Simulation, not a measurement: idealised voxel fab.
process module | voxel spacer lines
cross-section cut | 175 nm wide | cells 5 nm
A cross-section is a grid of square cells, given in bands from the top down. A band is one or more rows of cells.
Each band's line starts with the height of the band's top and of its bottom, in nm. Then come its materials from left to right, each with its width in nm. One material with "throughout" fills the band from edge to edge. "air" is empty space.
Height 0 is the level under which the wafer as received is all one material. The lowest band goes on downwards, as in "0 down".
A width such as "30 to 40" changes by the same amount from each row of cells to the next, from the band's top row to its bottom row.
"no change" after a step means that no cell of the cross-section changed.
closed voids: empty space of 8 cells or more with no open way to the top, each as width x height at its distance from the left edge, in nm
after a step's settings: what the simulator itself notes on the step
overlay nm, on a step with a mask: how far to the right of its planned place the mask lay; to the left if negative
plan
1 op RECEIVE | material Si
2 op CONFORMAL_DEP | material Al2O3 | thk nm 10
3 op DIRECTIONAL_DEP | material TiN | thk nm 10
4 op DIRECTIONAL_DEP | material aC | thk nm 30
5 op PATTERN | tone cover | mask id MANDREL | material resist | width nm 20 | pitch nm 60 | thk nm 40 | overlay nm 0
6 op DIRECTIONAL_ETCH | etch materials aC | depth nm 30
7 op STRIP | etch materials resist
8 op CONFORMAL_DEP | material SiN | thk nm 10
9 op DIRECTIONAL_ETCH | etch materials SiN | depth nm 10
10 op STRIP | etch materials aC
11 op DIRECTIONAL_ETCH | etch materials TiN | depth nm 10
12 op STRIP | etch materials SiN
as received, after step 1
  0 down: Si throughout
  closed voids: none
first wafer at the end, as planned
  20 to 10: air 35 | TiN 10 | air 20 | TiN 10 | air 20 | TiN 10 | air 20 | TiN 10 | air 40
  10 to 0: Al2O3 throughout
  0 down: Si throughout
  closed voids: none
second wafer at the end: like start, like plan, one mistake
  15 to 10: air 35 | TiN 10 | air 20 | TiN 10 | air 20 | TiN 10 | air 20 | TiN 10 | air 40
  10 to 0: Al2O3 throughout
  0 down: Si throughout
  closed voids: none
what went wrong: step 3 ran as: op DIRECTIONAL_DEP | material TiN | thk nm 5
at the end the second wafer has, in cells: 8 fewer of TiN
